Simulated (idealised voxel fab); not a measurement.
process module | voxel tone inversion
It is cross-section cut that appears here, measuring 270 nm in width, its square cells being 5 nm in size.
Cross-section format: a grid of square cells, given as bands from top to bottom; each band is one or more rows of cells. It is stipulated that each band's entry specify, in nanometres, the height of the top of the band and then that of its bottom, followed by the materials of the band in left-to-right sequence, each together with its width in nanometres. A single material marked by the word "edge to edge" is understood to fill the band from edge to edge; the word "empty" is understood to denote empty space. Height 0 is the level under which the wafer as received is all one material. The lowest band goes on downwards, as in "z 0 and below". A width such as "30 to 40" changes by the same amount from each row of cells to the next, from the band's top row to its bottom row. Step marked "no alterations made"? Then no cell in the cross-section changed in it. Empty spaces counting at least 8 cells and having no open way to the top are listed in "Catalogued sealed voids". The notation width x height at distance is used for each, the distance being from the left edge and all three values in nm. On each step's line, the part that comes after the settings is the simulator's own comment on the step. "overlay nm" denotes, for a step that has a mask, the displacement of the mask to the right of its planned place, with negative values corresponding to the left.

# Steps in the process plan
1 RECEIVE | material Si
2 CONFORMAL_DEP | material SiCN | thk nm 5
3 DIRECTIONAL_DEP | material aC | thk nm 15
4 PATTERN | tone cover | mask id POSTS | material resist | width nm 25 | pitch nm 55 | thk nm 20 | overlay nm 0
5 DIRECTIONAL_ETCH | etch materials aC | depth nm 15
6 STRIP | etch materials resist
7 FILL_DEP | material lowk | thk nm 5
8 CMP | height nm 20
9 STRIP | etch materials aC

# The following pertains to the first of two wafers, which was processed as planned

# Cross-section of the wafer as it came to us, i.e., already through step 1
> z 0 and below = Si edge to edge
> Catalogued sealed voids: none

# Step 2 complete: cross-section through the wafer
> z 5 to 0 = SiCN edge to edge
> below 0: unchanged

# Step 3 complete: cross-section through the wafer
> z 20 to 5 = aC edge to edge
> below 5: unchanged

# Step 4 complete: cross-section through the wafer
> z 40 to 20 = empty (65)  resist (25)  empty (30)  resist (25)  empty (30)  resist (25)  empty (70)
> below 20: unchanged

# Step 5 complete: cross-section through the wafer
> z 25 to 20 = empty (65)  resist (25)  empty (30)  resist (25)  empty (30)  resist (25)  empty (70)
> z 20 to 5 = empty (65)  aC (25)  empty (30)  aC (25)  empty (30)  aC (25)  empty (70)
> below 5: unchanged

# Step 6 complete: cross-section through the wafer
> z 20 to 5 = empty (65)  aC (25)  empty (30)  aC (25)  empty (30)  aC (25)  empty (70)
> below 5: unchanged

# Step 7 complete: cross-section through the wafer
> z 25 to 20 = lowk edge to edge
> z 20 to 5 = lowk (65)  aC (25)  lowk (30)  aC (25)  lowk (30)  aC (25)  lowk (70)
> below 5: unchanged

# Step 8 complete: cross-section through the wafer
> z 20 to 5 = lowk (65)  aC (25)  lowk (30)  aC (25)  lowk (30)  aC (25)  lowk (70)
> below 5: unchanged

# Step 9 complete: cross-section through the wafer
> z 20 to 5 = lowk (65)  empty (25)  lowk (30)  empty (25)  lowk (30)  empty (25)  lowk (70)
> below 5: unchanged

# For the second wafer, take the first wafer's start and plan, then add one mistake made in running it; everything through step 3, that step included, is shared with the first

# Cross-section: second wafer, time at which step 4 was scheduled to end
> z 40 to 20 = empty (60)  resist (25)  empty (30)  resist (25)  empty (30)  resist (25)  empty (75)
> below 20: unchanged

# Cross-section: second wafer, time at which step 5 was scheduled to end
> z 25 to 20 = empty (60)  resist (25)  empty (30)  resist (25)  empty (30)  resist (25)  empty (75)
> z 20 to 5 = empty (60)  aC (25)  empty (30)  aC (25)  empty (30)  aC (25)  empty (75)
> below 5: unchanged

# Cross-section: second wafer, time at which step 6 was scheduled to end
> z 20 to 5 = empty (60)  aC (25)  empty (30)  aC (25)  empty (30)  aC (25)  empty (75)
> below 5: unchanged

# Cross-section: second wafer, time at which step 7 was scheduled to end
> z 25 to 20 = lowk edge to edge
> z 20 to 5 = lowk (60)  aC (25)  lowk (30)  aC (25)  lowk (30)  aC (25)  lowk (75)
> below 5: unchanged

# Cross-section: second wafer, time at which step 8 was scheduled to end
> z 20 to 5 = lowk (60)  aC (25)  lowk (30)  aC (25)  lowk (30)  aC (25)  lowk (75)
> below 5: unchanged

# Cross-section: second wafer, time at which step 9 was scheduled to end
> z 20 to 5 = lowk (60)  empty (25)  lowk (30)  empty (25)  lowk (30)  empty (25)  lowk (75)
> below 5: unchanged
Want to know what went wrong? rather than as planned, step 4 actually ran as PATTERN | tone cover | mask id POSTS | material resist | width nm 25 | pitch nm 55 | thk nm 20 | overlay nm -5
So at the finish, the second wafer's got exactly as many cells of each material as the first, just not in the same spots.
